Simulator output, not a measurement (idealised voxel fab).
The following is a process module called voxel ribs on slabs.
This is section cut - it's 295 nm across, gridded in 5 nm square cells.
Cross-section, as written here: a square-cell grid given band by band from the top down, where a band holds one or more rows of cells. First you get the band's top height and its bottom height, in nm, and then the materials it's made of, left to right, with each width in nm. If you see a single material with "all across", that one covers the band edge to edge. "empty" is empty space. The level at which height equals 0 is the one under which the wafer, as it arrives, is entirely one material. No lower edge exists for the bottom band, which continues downward and is notated as in "0..down". The expression "30..40" gives the width at the extremes of the band, the first number at its top row of cells and the second at its bottom row, with the width changing by equal amounts from each row to the next in between. A step reported as "left unchanged" is a step in which no cell of the cross-section changed. The entry "Completely enclosed voids" lists the empty spaces that cover at least 8 cells and have no open path to the top. Each is written as width x height at distance, where the distance is measured from the left edge and all three values are in nm. after a step's settings: what the simulator itself notes on the step. "overlay nm" denotes, for a step that has a mask, the displacement of the mask to the right of its planned place, with negative values corresponding to the left.
# So here's the lineup of process steps we planned
| 1 | RECEIVE: material Si |
| 2 | DIRECTIONAL_DEP: material SiO2, thk nm 25 |
| 3 | DIRECTIONAL_DEP: material SiN, thk nm 20 |
| 4 | MASKED_ETCH: tone cover, mask id RIB, width nm 15, etch materials SiN, depth nm 10, overlay nm 0 |
| 5 | PATTERN: tone cover, mask id SLAB, material resist, width nm 55, thk nm 15, overlay nm 0 |
| 6 | DIRECTIONAL_ETCH: etch materials SiN, depth nm 10 |
| 7 | STRIP: etch materials resist |
| 8 | FILL_DEP: material SiO2, thk nm 25 |
| 9 | CMP: height nm 60 |
| 10 | DIRECTIONAL_DEP: material TiN, thk nm 10 |
| 11 | DIRECTIONAL_DEP: material aC, thk nm 15 |
| 12 | PATTERN: tone cover, mask id HEATER, material resist, width nm 25, thk nm 30, overlay nm 0 |
| 13 | DIRECTIONAL_ETCH: etch materials aC, depth nm 15 |
| 14 | STRIP: etch materials resist |
| 15 | DIRECTIONAL_ETCH: etch materials TiN, depth nm 10 |
| 16 | STRIP: etch materials aC |
| 17 | CONFORMAL_DEP: material SiN, thk nm 10 |
# The cross-section here shows the wafer as received, i.e. in its state after step 1
  0..down | Si all across
  Completely enclosed voids: none
# The following cross-section depicts the wafer upon conclusion of the module. Processing commenced from the starting condition illustrated above and adhered to the plan illustrated above, save for one mistake in execution
  80..70 | SiN=145 | empty=5 | SiN=145
  70..60 | TiN=135 | SiN=25 | TiN=135
  60..45 | SiO2 all across
  45..35 | SiO2=140 | SiN=15 | SiO2=140
  35..25 | SiO2=120 | SiN=55 | SiO2=120
  25..0 | SiO2 all across
  0..down | Si all across
  Completely enclosed voids: none
Heads up, the wafer didn't run the way we planned it: in deviation from the planned setting, step 12 was conducted as PATTERN: tone open, mask id HEATER, material resist, width nm 25, thk nm 30, overlay nm 0
